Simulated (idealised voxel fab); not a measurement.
Process module heading - voxel released beams
Section shown: cut. Width: 140 nm. Cell size: 5 nm, square.
If you're reading a cross-section in this doc, picture square cells in a grid; it comes to you as bands, top ones listed first down to the bottom, and a band can be one or more rows of cells. Each band's line starts with the height of the band's top and of its bottom, in nm. Then come its materials from left to right, each with its width in nm. One material with "full width" fills the band from edge to edge. "air" is empty space. The level at which height equals 0 is the one under which the wafer, as it arrives, is entirely one material. No lower edge exists for the bottom band, which continues downward and is notated as in "0 down". It should be noted that a width expressed as "30..40" varies in equal increments from row to row of cells within the band, taking the value of the first number at the top row and that of the second number at the bottom row. Given "no change" for a step, no cell of the cross-section differs between before and after that step. "Enclosed internal voids" lists enclosed empty spaces (at least 8 cells, no open path upward to the top), each as width x height at distance from the left edge, in nm. Heads up: the bit after the settings on a step's line is the simulator's remark on that step. overlay nm: where the mask lay relative to plan, measured to the right, on steps with a mask; negatives go left.

Process steps foreseen in the plan
1: RECEIVE,material Si
2: CONFORMAL_DEP,material SiN,thk nm 5
3: DIRECTIONAL_DEP,material SiO2,thk nm 10
4: DIRECTIONAL_DEP,material aC,thk nm 15
5: PATTERN,tone open,mask id ANCHOR,material resist,width nm 25,thk nm 30,overlay nm 0
6: DIRECTIONAL_ETCH,etch materials aC,depth nm 15
7: STRIP,etch materials resist
8: DIRECTIONAL_ETCH,etch materials SiO2,depth nm 10
9: STRIP,etch materials aC
10: CONFORMAL_DEP,material W,thk nm 10
11: MASKED_ETCH,tone cover,mask id BEAM,width nm 70,etch materials W,depth nm 10,overlay nm 0
12: STRIP,etch materials SiO2

The first of two wafers, run as planned

Delivered wafer in cross-section: state after step 1
    0 down | Si full width
    Enclosed internal voids: none

After step 2
    5 to 0 | SiN full width
    Below 0 it's all the same as before, nothing changed down there.

After step 3
    15 to 5 | SiO2 full width
    Below 5 it's all the same as before, nothing changed down there.

After step 4
    30 to 15 | aC full width
    Below 15 it's all the same as before, nothing changed down there.

After step 5
    60 to 30 | resist: 35  air: 25  resist: 80
    Below 30 it's all the same as before, nothing changed down there.

After step 6
    45 to 30 | resist: 35  air: 25  resist: 80
    30 to 15 | aC: 35  air: 25  aC: 80
    Below 15 it's all the same as before, nothing changed down there.

After step 7
    30 to 15 | aC: 35  air: 25  aC: 80
    Below 15 it's all the same as before, nothing changed down there.

After step 8
    30 to 15 | aC: 35  air: 25  aC: 80
    15 to 5 | SiO2: 35  air: 25  SiO2: 80
    Below 5 it's all the same as before, nothing changed down there.

After step 9
    15 to 5 | SiO2: 35  air: 25  SiO2: 80
    Below 5 it's all the same as before, nothing changed down there.

After step 10
    25 to 15 | W: 45  air: 5  W: 90
    15 to 5 | SiO2: 35  W: 25  SiO2: 80
    Below 5 it's all the same as before, nothing changed down there.

After step 11
    25 to 15 | air: 30  W: 15  air: 5  W: 50  air: 40
    Below 15 it's all the same as before, nothing changed down there.

After step 12
    25 to 15 | air: 30  W: 15  air: 5  W: 50  air: 40
    15 to 5 | air: 35  W: 25  air: 80
    Below 5 it's all the same as before, nothing changed down there.

The second wafer began exactly as the first did and followed the same plan, but one mistake was made while running it; through step 4 inclusive, the two wafers are identical

The second wafer in cross-section, at the planned close of step 5
    60 to 30 | air: 35  resist: 25  air: 80
    Below 30 it's all the same as before, nothing changed down there.

The second wafer in cross-section, at the planned close of step 6
    45 to 30 | air: 35  resist: 25  air: 80
    30 to 15 | air: 35  aC: 25  air: 80
    Below 15 it's all the same as before, nothing changed down there.

The second wafer in cross-section, at the planned close of step 7
    30 to 15 | air: 35  aC: 25  air: 80
    Below 15 it's all the same as before, nothing changed down there.

The second wafer in cross-section, at the planned close of step 8
    30 to 15 | air: 35  aC: 25  air: 80
    15 to 5 | air: 35  SiO2: 25  air: 80
    Below 5 it's all the same as before, nothing changed down there.

The second wafer in cross-section, at the planned close of step 9
    15 to 5 | air: 35  SiO2: 25  air: 80
    Below 5 it's all the same as before, nothing changed down there.

The second wafer in cross-section, at the planned close of step 10
    25 to 15 | air: 25  W: 45  air: 70
    15 to 5 | W: 35  SiO2: 25  W: 80
    Below 5 it's all the same as before, nothing changed down there.

The second wafer in cross-section, at the planned close of step 11
    25 to 15 | air: 30  W: 40  air: 70
    15 to 5 | air: 25  W: 10  SiO2: 25  W: 40  air: 40
    Below 5 it's all the same as before, nothing changed down there.

The second wafer in cross-section, at the planned close of step 12: no change
Diagnosis: step 5 was not run as planned; what actually ran was PATTERN,tone cover,mask id ANCHOR,material resist,width nm 25,thk nm 30,overlay nm 0
FYI, end of process, the second wafer has more or fewer cells of some materials than the first: SiO2: 10 more
